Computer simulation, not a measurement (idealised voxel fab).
Process module, titled voxel self aligned vias
Cross-section cut: width 270 nm, square cells of 5 nm.
Throughout this document, each cross-section is represented as a grid of square cells and is presented as a sequence of bands enumerated from the top downward, where a band comprises one or more rows of cells. Read a band's entry like this: the first values are the height of its top and the height of its bottom in nm, and what follows is the sequence of materials from left to right, each with its width in nm. Note that "blank" is empty space, and that a single material marked "throughout" reaches across the band from edge to edge. The level at which height equals 0 is the one under which the wafer, as it arrives, is entirely one material. No lower edge exists for the bottom band, which continues downward and is notated as in "0..down". It should be noted that a width expressed as "30 to 40" varies in equal increments from row to row of cells within the band, taking the value of the first number at the top row and that of the second number at the bottom row. When a step is marked "identical to before", none of the cells in the cross-section changed during that step. Empty spaces counting at least 8 cells and having no open way to the top are listed in "Enclosed voids". The notation width x height at distance is used for each, the distance being from the left edge and all three values in nm. after a step's settings: what the simulator itself notes on the step. "overlay nm" answers the question of how far to the right of plan the mask lay on a step that has a mask, and when it is negative the answer is to the left.
The planned process steps are enumerated hereunder
- 1: op RECEIVE | material Si
- 2: op CONFORMAL_DEP | material SiO2 | thk nm 15
- 3: op CONFORMAL_DEP | material SiCN | thk nm 5
- 4: op DIRECTIONAL_DEP | material lowk | thk nm 25
- 5: op MASKED_ETCH | tone open | mask id LINES | width nm 30 | pitch nm 70 | etch materials lowk | depth nm 25 | overlay nm 0
- 6: op CONFORMAL_DEP | material TiN | thk nm 5
- 7: op FILL_DEP | material W | thk nm 10
- 8: op CMP | height nm 45
- 9: op SELECTIVE_ETCH | etch materials W Ru TiN | depth nm 5
- 10: op FILL_DEP | material SiN | thk nm 10
- 11: op CMP | height nm 45
- 12: op DIRECTIONAL_DEP | material lowk | thk nm 15
- 13: op DIRECTIONAL_DEP | material aC | thk nm 15
- 14: op PATTERN | tone open | mask id VIAS | material resist | width nm 50 | pitch nm 70 | thk nm 30 | overlay nm 0
- 15: op DIRECTIONAL_ETCH | etch materials aC | depth nm 15
- 16: op STRIP | etch materials resist
- 17: op DIRECTIONAL_ETCH | etch materials lowk | depth nm 15
- 18: op DIRECTIONAL_ETCH | etch materials SiN | depth nm 5
- 19: op STRIP | etch materials aC
- 20: op CONFORMAL_DEP | material TiN | thk nm 5
- 21: op FILL_DEP | material W | thk nm 5
- 22: op CMP | height nm 60
- 23: op CONFORMAL_DEP | material SiN | thk nm 5
Here's what the wafer looked like in cross-section when it arrived - that's after step 1
- 0..down  Si throughout
- Enclosed voids: none
First wafer of two, sectioned at end of module; run went per plan
- 65..60  SiN throughout
- 60..50  lowk: 40, then TiN: 5, then W: 40, then TiN: 5, then lowk: 20, then TiN: 5, then W: 40, then TiN: 5, then lowk: 20, then TiN: 5, then W: 40, then TiN: 5, then lowk: 40
- 50..45  lowk: 40, then TiN: 15, then W: 20, then TiN: 15, then lowk: 20, then TiN: 15, then W: 20, then TiN: 15, then lowk: 20, then TiN: 15, then W: 20, then TiN: 15, then lowk: 40
- 45..40  lowk: 50, then TiN: 30, then lowk: 40, then TiN: 30, then lowk: 40, then TiN: 30, then lowk: 50
- 40..25  lowk: 50, then TiN: 5, then W: 20, then TiN: 5, then lowk: 40, then TiN: 5, then W: 20, then TiN: 5, then lowk: 40, then TiN: 5, then W: 20, then TiN: 5, then lowk: 50
- 25..20  lowk: 50, then TiN: 30, then lowk: 40, then TiN: 30, then lowk: 40, then TiN: 30, then lowk: 50
- 20..15  SiCN throughout
- 15..0  SiO2 throughout
- 0..down  Si throughout
- Enclosed voids: none
Cross-sectional view: second of two wafers, end of module; start and plan identical to the first, one mistake in running
- 65..60  SiN throughout
- 60..45  lowk: 40, then TiN: 5, then W: 40, then TiN: 5, then lowk: 20, then TiN: 5, then W: 40, then TiN: 5, then lowk: 20, then TiN: 5, then W: 40, then TiN: 5, then lowk: 40
- 45..40  SiN: 40, then TiN: 50, then SiN: 20, then TiN: 50, then SiN: 20, then TiN: 50, then SiN: 40
- 40..20  lowk: 50, then TiN: 5, then W: 20, then TiN: 5, then lowk: 40, then TiN: 5, then W: 20, then TiN: 5, then lowk: 40, then TiN: 5, then W: 20, then TiN: 5, then lowk: 50
- 20..15  lowk: 50, then TiN: 30, then lowk: 40, then TiN: 30, then lowk: 40, then TiN: 30, then lowk: 50
- 15..0  SiO2 throughout
- 0..down  Si throughout
- Enclosed voids: none
Want to know what went wrong? skipped: plan step 3 (never run)
End check, counted in cells, second wafer has more or fewer of these materials than the first: SiCN: 54 fewer, SiN: 24 more, TiN: 6 more, W: 24 more
